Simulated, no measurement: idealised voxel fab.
process module | voxel wiring stack
cross-section cut | 185 nm wide | cells 5 nm
A cross-section is a grid of square cells, given in bands from the top down. A band is one or more rows of cells.
Each band's line starts with the height of the band's top and of its bottom, in nm. Then come its materials from left to right, each with its width in nm. One material with "throughout" fills the band from edge to edge. "air" is empty space.
Height 0 is the level under which the wafer as received is all one material. The lowest band goes on downwards, as in "0 down".
A width such as "30 to 40" changes by the same amount from each row of cells to the next, from the band's top row to its bottom row.
"no change" after a step means that no cell of the cross-section changed.
closed voids: empty space of 8 cells or more with no open way to the top, each as width x height at its distance from the left edge, in nm
after a step's settings: what the simulator itself notes on the step
overlay nm, on a step with a mask: how far to the right of its planned place the mask lay; to the left if negative
plan
1 op RECEIVE | material Si
2 op CONFORMAL_DEP | material SiO2 | thk nm 15
3 op DIRECTIONAL_DEP | material TiN | thk nm 5
4 op DIRECTIONAL_DEP | material W | thk nm 15
5 op PATTERN | tone cover | mask id METAL_1 | material resist | width nm 20 | pitch nm 45 | thk nm 20 | overlay nm 0
6 op DIRECTIONAL_ETCH | etch materials W | depth nm 15
7 op DIRECTIONAL_ETCH | etch materials TiN | depth nm 5
8 op STRIP | etch materials resist
9 op CONFORMAL_DEP | material SiN | thk nm 5
10 op FILL_DEP | material lowk | thk nm 5
11 op CMP | height nm 35
12 op CONFORMAL_DEP | material SiCN | thk nm 5
13 op DIRECTIONAL_DEP | material SiO2 | thk nm 35
14 op MASKED_ETCH | tone open | mask id METAL_2 | width nm 20 | pitch nm 45 | etch materials SiO2 | depth nm 20 | overlay nm 0
15 op DIRECTIONAL_DEP | material aC | thk nm 15
16 op PATTERN | tone open | mask id METAL_2_HOLES | material resist | width nm 15 | pitch nm 45 | thk nm 35 | overlay nm 0
17 op DIRECTIONAL_ETCH | etch materials aC | depth nm 15
18 op STRIP | etch materials resist
19 op DIRECTIONAL_ETCH | etch materials SiO2 | depth nm 15
20 op DIRECTIONAL_ETCH | etch materials SiCN | depth nm 5
21 op STRIP | etch materials aC
22 op CONFORMAL_DEP | material TiN | thk nm 5
23 op FILL_DEP | material Cu | thk nm 5
24 op CMP | height nm 75
25 op CONFORMAL_DEP | material SiCN | thk nm 5
26 op DIRECTIONAL_DEP | material lowk | thk nm 10
27 op PATTERN | tone open | mask id PLUG_2 | material resist | width nm 15 | thk nm 20 | overlay nm 0
28 op DIRECTIONAL_ETCH | etch materials lowk | depth nm 10
29 op DIRECTIONAL_ETCH | etch materials SiCN | depth nm 5
30 op STRIP | etch materials resist
31 op CONFORMAL_DEP | material TiN | thk nm 5
32 op FILL_DEP | material W | thk nm 5
33 op CMP | height nm 90
34 op CONFORMAL_DEP | material SiCN | thk nm 5
35 op DIRECTIONAL_DEP | material SiO2 | thk nm 25
36 op PATTERN | tone open | mask id METAL_3 | material resist | width nm 20 | pitch nm 45 | thk nm 20 | overlay nm 0
37 op DIRECTIONAL_ETCH | etch materials SiO2 | depth nm 25
38 op DIRECTIONAL_ETCH | etch materials SiCN | depth nm 5
39 op STRIP | etch materials resist
40 op CONFORMAL_DEP | material TiN | thk nm 5
41 op FILL_DEP | material Cu | thk nm 10
42 op CMP | height nm 120
43 op CONFORMAL_DEP | material SiCN | thk nm 5
44 op DIRECTIONAL_DEP | material lowk | thk nm 10
45 op PATTERN | tone open | mask id PLUG_3 | material resist | width nm 15 | pitch nm 45 | thk nm 15 | overlay nm 0
46 op DIRECTIONAL_ETCH | etch materials lowk | depth nm 10
47 op DIRECTIONAL_ETCH | etch materials SiCN | depth nm 5
48 op STRIP | etch materials resist
49 op EPI | material Ru | thk nm 10
50 op EPI | material Ru | thk nm 5
51 op DIRECTIONAL_DEP | material TiN | thk nm 5
52 op DIRECTIONAL_DEP | material W | thk nm 25
53 op MASKED_ETCH | tone cover | mask id METAL_4 | width nm 20 | pitch nm 45 | etch materials W | depth nm 25 | overlay nm 0
54 op MASKED_ETCH | tone cover | mask id METAL_4 | width nm 20 | pitch nm 45 | etch materials TiN | depth nm 5 | overlay nm 0
55 op CONFORMAL_DEP | material SiN | thk nm 5
56 op FILL_DEP | material SiO2 | thk nm 10
57 op CMP | height nm 165
58 op CONFORMAL_DEP | material SiN | thk nm 5
as received, after step 1
  0 down: Si throughout
  closed voids: none
a wafer at the end: this start, this plan, one mistake
  185 to 180: SiN throughout
  180 to 170: SiO2 throughout
  170 to 165: SiO2 55 | SiN 30 | SiO2 15 | SiN 30 | SiO2 55
  165 to 140: SiO2 55 | SiN 5 | W 20 | SiN 5 | SiO2 15 | SiN 5 | W 20 | SiN 5 | SiO2 55
  140 to 135: SiN 60 | TiN 20 | SiN 25 | TiN 20 | SiN 60
  135 to 125: lowk 60 | Ru 15 | lowk 30 | Ru 15 | lowk 65
  125 to 120: SiCN 60 | Ru 15 | SiCN 30 | Ru 15 | SiCN 65
  120 to 95: SiO2 60 | TiN 5 | Cu 10 | TiN 5 | SiO2 25 | TiN 5 | Cu 10 | TiN 5 | SiO2 60
  95 to 90: SiCN 60 | TiN 20 | SiCN 25 | TiN 20 | SiCN 60
  90 to 80: lowk 60 | TiN 5 | W 5 | TiN 5 | lowk 110
  80 to 75: SiCN 60 | TiN 15 | SiCN 110
  75 to 60: SiO2 60 | TiN 5 | Cu 10 | TiN 5 | SiO2 25 | TiN 5 | Cu 10 | TiN 5 | SiO2 60
  60 to 55: SiO2 60 | TiN 5 | Cu 5 | TiN 10 | SiO2 25 | TiN 5 | Cu 5 | TiN 10 | SiO2 60
  55 to 40: SiO2 60 | TiN 5 | Cu 5 | TiN 5 | SiO2 30 | TiN 5 | Cu 5 | TiN 5 | SiO2 65
  40 to 35: SiCN 60 | TiN 15 | SiCN 30 | TiN 15 | SiCN 65
  35 to 20: lowk 55 | SiN 5 | W 20 | SiN 5 | lowk 15 | SiN 5 | W 20 | SiN 5 | lowk 55
  20 to 15: SiN 60 | TiN 20 | SiN 25 | TiN 20 | SiN 60
  15 to 0: SiO2 throughout
  0 down: Si throughout
  closed voids: none
what went wrong: step 57 was left out
